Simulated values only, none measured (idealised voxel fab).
process module | voxel capacitor over wiring
cross-section cut | 230 nm wide | cells 5 nm
A cross-section is a grid of square cells, given in bands from the top down. A band is one or more rows of cells.
Each band's line starts with the height of the band's top and of its bottom, in nm. Then come its materials from left to right, each with its width in nm. One material with "throughout" fills the band from edge to edge. "air" is empty space.
Height 0 is the level under which the wafer as received is all one material. The lowest band goes on downwards, as in "0 down".
A width such as "30 to 40" changes by the same amount from each row of cells to the next, from the band's top row to its bottom row.
"no change" after a step means that no cell of the cross-section changed.
closed voids: empty space of 8 cells or more with no open way to the top, each as width x height at its distance from the left edge, in nm
after a step's settings: what the simulator itself notes on the step
overlay nm, on a step with a mask: how far to the right of its planned place the mask lay; to the left if negative
plan
1 op RECEIVE | material Si
2 op CONFORMAL_DEP | material SiO2 | thk nm 15
3 op CONFORMAL_DEP | material SiCN | thk nm 5
4 op DIRECTIONAL_DEP | material lowk | thk nm 15
5 op PATTERN | tone open | mask id METAL_1 | material resist | width nm 25 | pitch nm 75 | thk nm 15 | overlay nm 0
6 op DIRECTIONAL_ETCH | etch materials lowk | depth nm 15
7 op DIRECTIONAL_ETCH | etch materials SiCN | depth nm 5
8 op STRIP | etch materials resist
9 op CONFORMAL_DEP | material TiN | thk nm 5
10 op FILL_DEP | material Ru | thk nm 5
11 op CMP | height nm 35
12 op EPI | material Ru | thk nm 5
13 op FILL_DEP | material SiCN | thk nm 5
14 op DIRECTIONAL_DEP | material SiO2 | thk nm 20
15 op DIRECTIONAL_DEP | material aC | thk nm 10
16 op PATTERN | tone open | mask id PLUG_1 | material resist | width nm 15 | thk nm 30 | overlay nm 0
17 op DIRECTIONAL_ETCH | etch materials aC | depth nm 10
18 op STRIP | etch materials resist
19 op DIRECTIONAL_ETCH | etch materials SiO2 | depth nm 20
20 op DIRECTIONAL_ETCH | etch materials SiCN | depth nm 5
21 op STRIP | etch materials aC
22 op CONFORMAL_DEP | material TiN | thk nm 5
23 op FILL_DEP | material W | thk nm 10
24 op CMP | height nm 65
25 op DIRECTIONAL_DEP | material TiN | thk nm 5
26 op DIRECTIONAL_DEP | material HfO2 | thk nm 5
27 op DIRECTIONAL_DEP | material TiN | thk nm 5
28 op MASKED_ETCH | tone cover | mask id UPPER_PLATE | width nm 55 | etch materials TiN | depth nm 5 | overlay nm 0
29 op MASKED_ETCH | tone cover | mask id UPPER_PLATE | width nm 55 | etch materials HfO2 | depth nm 5 | overlay nm 0
30 op MASKED_ETCH | tone cover | mask id LOWER_PLATE | width nm 65 | etch materials TiN | depth nm 5 | overlay nm 0
31 op FILL_DEP | material SiO2 | thk nm 15
32 op CMP | height nm 90
33 op MASKED_ETCH | tone open | mask id PLUG_2 | width nm 15 | etch materials SiO2 | depth nm 10 | overlay nm 0
34 op CONFORMAL_DEP | material TiN | thk nm 5
35 op FILL_DEP | material Cu | thk nm 5
36 op CMP | height nm 90
37 op CONFORMAL_DEP | material SiN | thk nm 5
as received, after step 1
  0 down: Si throughout
  closed voids: none
a wafer at the end: this start, this plan, one mistake
  95 to 90: SiN throughout
  90 to 85: SiO2 85 | TiN 5 | Cu 5 | TiN 5 | SiO2 130
  85 to 75: SiO2 85 to 75 | TiN 15 to 55 | SiO2 130 to 100
  75 to 70: SiO2 75 | HfO2 55 | SiO2 100
  70 to 65: SiO2 70 | TiN 65 | SiO2 95
  65 to 45: SiO2 75 | TiN 5 | W 5 | TiN 5 | SiO2 140
  45 to 40: SiCN 75 | TiN 15 | SiCN 140
  40 to 35: SiCN 60 | Ru 35 | SiCN 40 | Ru 35 | SiCN 60
  35 to 30: SiCN 65 | TiN 25 | SiCN 50 | TiN 25 | SiCN 65
  30 to 15: lowk throughout
  15 to 0: SiO2 throughout
  0 down: Si throughout
  closed voids: none
what went wrong: steps 3 and 4 were swapped
